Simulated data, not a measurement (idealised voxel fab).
The name of this process module is voxel self aligned vias.
This is section cut - it's 185 nm across, gridded in 5 nm square cells.
A cross-section in this document is a grid of square cells, and it is written down as bands, the top band listed before the ones below it; a band is made up of one or more rows of cells. A band entry consists of two parts. The first gives the height of the band's top and the height of its bottom, in nm. The rest lists the band's materials from left to right, each with its width in nm. A single material labelled with the word "all across" fills the band from edge to edge, and the word "air" marks empty space. Height datum 0, below which the as-received substrate wafer is one material. Lowest band open at the bottom, running downward: "0..down". The notation "30 to 40" denotes a width that varies across the rows of cells in the band, beginning at the first number in the top row, finishing at the second number in the bottom row, and changing by an identical amount from each row to the next. A step reported as "no change occurred" is a step in which no cell of the cross-section changed. The label "Closed empty spaces" introduces a list of the empty spaces, 8 cells or larger, that have no open way up to the top; each entry in it reads width x height at distance, where the distance is taken from the left edge and all three are stated in nm. Where a step's line continues beyond its settings, the continuation is a remark by the simulator itself on that step. "overlay nm", when on a step's line for a step with a mask, measures how far to the right of its planned place the mask lay; a negative measure means to the left.

THE PROCESS STEPS THAT WERE PLANNED ARE LISTED BELOW
| 1 | op RECEIVE | material Si |
| 2 | op CONFORMAL_DEP | material SiO2 | thk nm 15 |
| 3 | op CONFORMAL_DEP | material SiCN | thk nm 5 |
| 4 | op DIRECTIONAL_DEP | material lowk | thk nm 30 |
| 5 | op PATTERN | tone open | mask id LINES | material resist | width nm 20 | pitch nm 60 | thk nm 15 | overlay nm 0 |
| 6 | op DIRECTIONAL_ETCH | etch materials lowk | depth nm 30 |
| 7 | op STRIP | etch materials resist |
| 8 | op CONFORMAL_DEP | material TiN | thk nm 5 |
| 9 | op FILL_DEP | material Ru | thk nm 10 |
| 10 | op CMP | height nm 50 |
| 11 | op SELECTIVE_ETCH | etch materials W Ru TiN | depth nm 10 |
| 12 | op FILL_DEP | material SiN | thk nm 10 |
| 13 | op CMP | height nm 50 |
| 14 | op DIRECTIONAL_DEP | material lowk | thk nm 15 |
| 15 | op PATTERN | tone open | mask id VIAS | material resist | width nm 30 | pitch nm 60 | thk nm 20 | overlay nm 0 |
| 16 | op DIRECTIONAL_ETCH | etch materials lowk | depth nm 15 |
| 17 | op DIRECTIONAL_ETCH | etch materials SiN | depth nm 10 |
| 18 | op STRIP | etch materials resist |
| 19 | op CONFORMAL_DEP | material TiN | thk nm 5 |
| 20 | op FILL_DEP | material Ru | thk nm 5 |
| 21 | op CMP | height nm 65 |
| 22 | op CONFORMAL_DEP | material SiN | thk nm 5 |

OF TWO WAFERS, THE FIRST: RUN ACCORDING TO PLAN

CROSS-SECTIONAL VIEW OF THE WAFER IN ITS AS-RECEIVED CONDITION, CORRESPONDING TO THE STATE AFTER STEP 1
> 0..down: Si all across
> Closed empty spaces: none

SECTIONAL VIEW: WAFER, AFTER STEP 2
> 15..0: SiO2 all across
> Rest of section, below 0: as before.

SECTIONAL VIEW: WAFER, AFTER STEP 3
> 20..15: SiCN all across
> Rest of section, below 15: as before.

SECTIONAL VIEW: WAFER, AFTER STEP 4
> 50..20: lowk all across
> Rest of section, below 20: as before.

SECTIONAL VIEW: WAFER, AFTER STEP 5
> 65..50: resist=20 / air=20 / resist=40 / air=20 / resist=40 / air=20 / resist=25
> Rest of section, below 50: as before.

SECTIONAL VIEW: WAFER, AFTER STEP 6
> 65..50: resist=20 / air=20 / resist=40 / air=20 / resist=40 / air=20 / resist=25
> 50..20: lowk=20 / air=20 / lowk=40 / air=20 / lowk=40 / air=20 / lowk=25
> Rest of section, below 20: as before.

SECTIONAL VIEW: WAFER, AFTER STEP 7
> 50..20: lowk=20 / air=20 / lowk=40 / air=20 / lowk=40 / air=20 / lowk=25
> Rest of section, below 20: as before.

SECTIONAL VIEW: WAFER, AFTER STEP 8
> 55..50: TiN=25 / air=10 / TiN=50 / air=10 / TiN=50 / air=10 / TiN=30
> 50..25: lowk=20 / TiN=5 / air=10 / TiN=5 / lowk=40 / TiN=5 / air=10 / TiN=5 / lowk=40 / TiN=5 / air=10 / TiN=5 / lowk=25
> 25..20: lowk=20 / TiN=20 / lowk=40 / TiN=20 / lowk=40 / TiN=20 / lowk=25
> Rest of section, below 20: as before.

SECTIONAL VIEW: WAFER, AFTER STEP 9
> 65..55: Ru all across
> 55..50: TiN=25 / Ru=10 / TiN=50 / Ru=10 / TiN=50 / Ru=10 / TiN=30
> 50..25: lowk=20 / TiN=5 / Ru=10 / TiN=5 / lowk=40 / TiN=5 / Ru=10 / TiN=5 / lowk=40 / TiN=5 / Ru=10 / TiN=5 / lowk=25
> Rest of section, below 25: as before.

SECTIONAL VIEW: WAFER, AFTER STEP 10
> 50..25: lowk=20 / TiN=5 / Ru=10 / TiN=5 / lowk=40 / TiN=5 / Ru=10 / TiN=5 / lowk=40 / TiN=5 / Ru=10 / TiN=5 / lowk=25
> Rest of section, below 25: as before.

SECTIONAL VIEW: WAFER, AFTER STEP 11
> 50..40: lowk=20 / air=20 / lowk=40 / air=20 / lowk=40 / air=20 / lowk=25
> Rest of section, below 40: as before.

SECTIONAL VIEW: WAFER, AFTER STEP 12
> 60..50: SiN all across
> 50..40: lowk=20 / SiN=20 / lowk=40 / SiN=20 / lowk=40 / SiN=20 / lowk=25
> Rest of section, below 40: as before.

SECTIONAL VIEW: WAFER, AFTER STEP 13
> 50..40: lowk=20 / SiN=20 / lowk=40 / SiN=20 / lowk=40 / SiN=20 / lowk=25
> Rest of section, below 40: as before.

SECTIONAL VIEW: WAFER, AFTER STEP 14
> 65..50: lowk all across
> Rest of section, below 50: as before.

SECTIONAL VIEW: WAFER, AFTER STEP 15
> 85..65: resist=15 / air=30 / resist=30 / air=30 / resist=30 / air=30 / resist=20
> Rest of section, below 65: as before.

SECTIONAL VIEW: WAFER, AFTER STEP 16
> 85..65: resist=15 / air=30 / resist=30 / air=30 / resist=30 / air=30 / resist=20
> 65..50: lowk=15 / air=30 / lowk=30 / air=30 / lowk=30 / air=30 / lowk=20
> Rest of section, below 50: as before.

SECTIONAL VIEW: WAFER, AFTER STEP 17
> 85..65: resist=15 / air=30 / resist=30 / air=30 / resist=30 / air=30 / resist=20
> 65..50: lowk=15 / air=30 / lowk=30 / air=30 / lowk=30 / air=30 / lowk=20
> 50..40: lowk=20 / air=20 / lowk=40 / air=20 / lowk=40 / air=20 / lowk=25
> Rest of section, below 40: as before.

SECTIONAL VIEW: WAFER, AFTER STEP 18
> 65..50: lowk=15 / air=30 / lowk=30 / air=30 / lowk=30 / air=30 / lowk=20
> Rest of section, below 50: as before.

SECTIONAL VIEW: WAFER, AFTER STEP 19
> 70..65: TiN=20 / air=20 / TiN=40 / air=20 / TiN=40 / air=20 / TiN=25
> 65..55: lowk=15 / TiN=5 / air=20 / TiN=5 / lowk=30 / TiN=5 / air=20 / TiN=5 / lowk=30 / TiN=5 / air=20 / TiN=5 / lowk=20
> 55..45: lowk=15 to 20 / TiN=10 to 5 / air=10 / TiN=10 to 5 / lowk=30 to 40 / TiN=10 to 5 / air=10 / TiN=10 to 5 / lowk=30 to 40 / TiN=10 to 5 / air=10 / TiN=10 to 5 / lowk=20 to 25
> 45..40: lowk=20 / TiN=20 / lowk=40 / TiN=20 / lowk=40 / TiN=20 / lowk=25
> Rest of section, below 40: as before.

SECTIONAL VIEW: WAFER, AFTER STEP 20
> 75..70: Ru all across
> 70..65: TiN=20 / Ru=20 / TiN=40 / Ru=20 / TiN=40 / Ru=20 / TiN=25
> 65..55: lowk=15 / TiN=5 / Ru=20 / TiN=5 / lowk=30 / TiN=5 / Ru=20 / TiN=5 / lowk=30 / TiN=5 / Ru=20 / TiN=5 / lowk=20
> 55..45: lowk=15 to 20 / TiN=10 to 5 / Ru=10 / TiN=10 to 5 / lowk=30 to 40 / TiN=10 to 5 / Ru=10 / TiN=10 to 5 / lowk=30 to 40 / TiN=10 to 5 / Ru=10 / TiN=10 to 5 / lowk=20 to 25
> Rest of section, below 45: as before.

SECTIONAL VIEW: WAFER, AFTER STEP 21
> 65..55: lowk=15 / TiN=5 / Ru=20 / TiN=5 / lowk=30 / TiN=5 / Ru=20 / TiN=5 / lowk=30 / TiN=5 / Ru=20 / TiN=5 / lowk=20
> Rest of section, below 55: as before.

SECTIONAL VIEW: WAFER, AFTER STEP 22
> 70..65: SiN all across
> Rest of section, below 65: as before.

THE SECOND WAFER BEGAN EXACTLY AS THE FIRST DID AND FOLLOWED THE SAME PLAN, BUT ONE MISTAKE WAS MADE WHILE RUNNING IT; THROUGH STEP 4 INCLUSIVE, THE TWO WAFERS ARE IDENTICAL

SECOND WAFER SHOWN IN CROSS-SECTION AT THE TIME STEP 5 WAS SLATED TO END
> 65..50: air=20 / resist=20 / air=40 / resist=20 / air=40 / resist=20 / air=25
> Rest of section, below 50: as before.

SECOND WAFER SHOWN IN CROSS-SECTION AT THE TIME STEP 6 WAS SLATED TO END
> 65..50: air=20 / resist=20 / air=40 / resist=20 / air=40 / resist=20 / air=25
> 50..20: air=20 / lowk=20 / air=40 / lowk=20 / air=40 / lowk=20 / air=25
> Rest of section, below 20: as before.

SECOND WAFER SHOWN IN CROSS-SECTION AT THE TIME STEP 7 WAS SLATED TO END
> 50..20: air=20 / lowk=20 / air=40 / lowk=20 / air=40 / lowk=20 / air=25
> Rest of section, below 20: as before.

SECOND WAFER SHOWN IN CROSS-SECTION AT THE TIME STEP 8 WAS SLATED TO END
> 55..50: air=15 / TiN=30 / air=30 / TiN=30 / air=30 / TiN=30 / air=20
> 50..25: air=15 / TiN=5 / lowk=20 / TiN=5 / air=30 / TiN=5 / lowk=20 / TiN=5 / air=30 / TiN=5 / lowk=20 / TiN=5 / air=20
> 25..20: TiN=20 / lowk=20 / TiN=40 / lowk=20 / TiN=40 / lowk=20 / TiN=25
> Rest of section, below 20: as before.

SECOND WAFER SHOWN IN CROSS-SECTION AT THE TIME STEP 9 WAS SLATED TO END
> 65..55: Ru all across
> 55..50: Ru=15 / TiN=30 / Ru=30 / TiN=30 / Ru=30 / TiN=30 / Ru=20
> 50..25: Ru=15 / TiN=5 / lowk=20 / TiN=5 / Ru=30 / TiN=5 / lowk=20 / TiN=5 / Ru=30 / TiN=5 / lowk=20 / TiN=5 / Ru=20
> Rest of section, below 25: as before.

SECOND WAFER SHOWN IN CROSS-SECTION AT THE TIME STEP 10 WAS SLATED TO END
> 50..25: Ru=15 / TiN=5 / lowk=20 / TiN=5 / Ru=30 / TiN=5 / lowk=20 / TiN=5 / Ru=30 / TiN=5 / lowk=20 / TiN=5 / Ru=20
> Rest of section, below 25: as before.

SECOND WAFER SHOWN IN CROSS-SECTION AT THE TIME STEP 11 WAS SLATED TO END
> 50..40: air=20 / lowk=20 / air=40 / lowk=20 / air=40 / lowk=20 / air=25
> Rest of section, below 40: as before.

SECOND WAFER SHOWN IN CROSS-SECTION AT THE TIME STEP 12 WAS SLATED TO END
> 60..50: SiN all across
> 50..40: SiN=20 / lowk=20 / SiN=40 / lowk=20 / SiN=40 / lowk=20 / SiN=25
> Rest of section, below 40: as before.

SECOND WAFER SHOWN IN CROSS-SECTION AT THE TIME STEP 13 WAS SLATED TO END
> 50..40: SiN=20 / lowk=20 / SiN=40 / lowk=20 / SiN=40 / lowk=20 / SiN=25
> Rest of section, below 40: as before.

SECOND WAFER SHOWN IN CROSS-SECTION AT THE TIME STEP 14 WAS SLATED TO END
> 65..50: lowk all across
> Rest of section, below 50: as before.

SECOND WAFER SHOWN IN CROSS-SECTION AT THE TIME STEP 15 WAS SLATED TO END
> 85..65: resist=15 / air=30 / resist=30 / air=30 / resist=30 / air=30 / resist=20
> Rest of section, below 65: as before.

SECOND WAFER SHOWN IN CROSS-SECTION AT THE TIME STEP 16 WAS SLATED TO END
> 85..65: resist=15 / air=30 / resist=30 / air=30 / resist=30 / air=30 / resist=20
> 65..50: lowk=15 / air=30 / lowk=30 / air=30 / lowk=30 / air=30 / lowk=20
> Rest of section, below 50: as before.

SECOND WAFER SHOWN IN CROSS-SECTION AT THE TIME STEP 17 WAS SLATED TO END
> 85..65: resist=15 / air=30 / resist=30 / air=30 / resist=30 / air=30 / resist=20
> 65..50: lowk=15 / air=30 / lowk=30 / air=30 / lowk=30 / air=30 / lowk=20
> 50..40: SiN=15 / air=5 / lowk=20 / air=5 / SiN=30 / air=5 / lowk=20 / air=5 / SiN=30 / air=5 / lowk=20 / air=5 / SiN=20
> Rest of section, below 40: as before.

SECOND WAFER SHOWN IN CROSS-SECTION AT THE TIME STEP 18 WAS SLATED TO END
> 65..50: lowk=15 / air=30 / lowk=30 / air=30 / lowk=30 / air=30 / lowk=20
> Rest of section, below 50: as before.

SECOND WAFER SHOWN IN CROSS-SECTION AT THE TIME STEP 19 WAS SLATED TO END
> 70..65: TiN=20 / air=20 / TiN=40 / air=20 / TiN=40 / air=20 / TiN=25
> 65..55: lowk=15 / TiN=5 / air=20 / TiN=5 / lowk=30 / TiN=5 / air=20 / TiN=5 / lowk=30 / TiN=5 / air=20 / TiN=5 / lowk=20
> 55..50: lowk=15 / TiN=30 / lowk=30 / TiN=30 / lowk=30 / TiN=30 / lowk=20
> 50..40: SiN=15 / TiN=5 / lowk=20 / TiN=5 / SiN=30 / TiN=5 / lowk=20 / TiN=5 / SiN=30 / TiN=5 / lowk=20 / TiN=5 / SiN=20
> Rest of section, below 40: as before.

SECOND WAFER SHOWN IN CROSS-SECTION AT THE TIME STEP 20 WAS SLATED TO END
> 75..70: Ru all across
> 70..65: TiN=20 / Ru=20 / TiN=40 / Ru=20 / TiN=40 / Ru=20 / TiN=25
> 65..55: lowk=15 / TiN=5 / Ru=20 / TiN=5 / lowk=30 / TiN=5 / Ru=20 / TiN=5 / lowk=30 / TiN=5 / Ru=20 / TiN=5 / lowk=20
> Rest of section, below 55: as before.

SECOND WAFER SHOWN IN CROSS-SECTION AT THE TIME STEP 21 WAS SLATED TO END
> 65..55: lowk=15 / TiN=5 / Ru=20 / TiN=5 / lowk=30 / TiN=5 / Ru=20 / TiN=5 / lowk=30 / TiN=5 / Ru=20 / TiN=5 / lowk=20
> Rest of section, below 55: as before.

SECOND WAFER SHOWN IN CROSS-SECTION AT THE TIME STEP 22 WAS SLATED TO END
> 70..65: SiN all across
> Rest of section, below 65: as before.
What went wrong in running the wafer? planned and actual differ for step 5; actual: op PATTERN | tone cover | mask id LINES | material resist | width nm 20 | pitch nm 60 | thk nm 15 | overlay nm 0
Upon completion, the second wafer contains, in terms of cells, a greater or smaller amount of certain materials than the first wafer: Ru +27; SiN +38; TiN +13; lowk -78
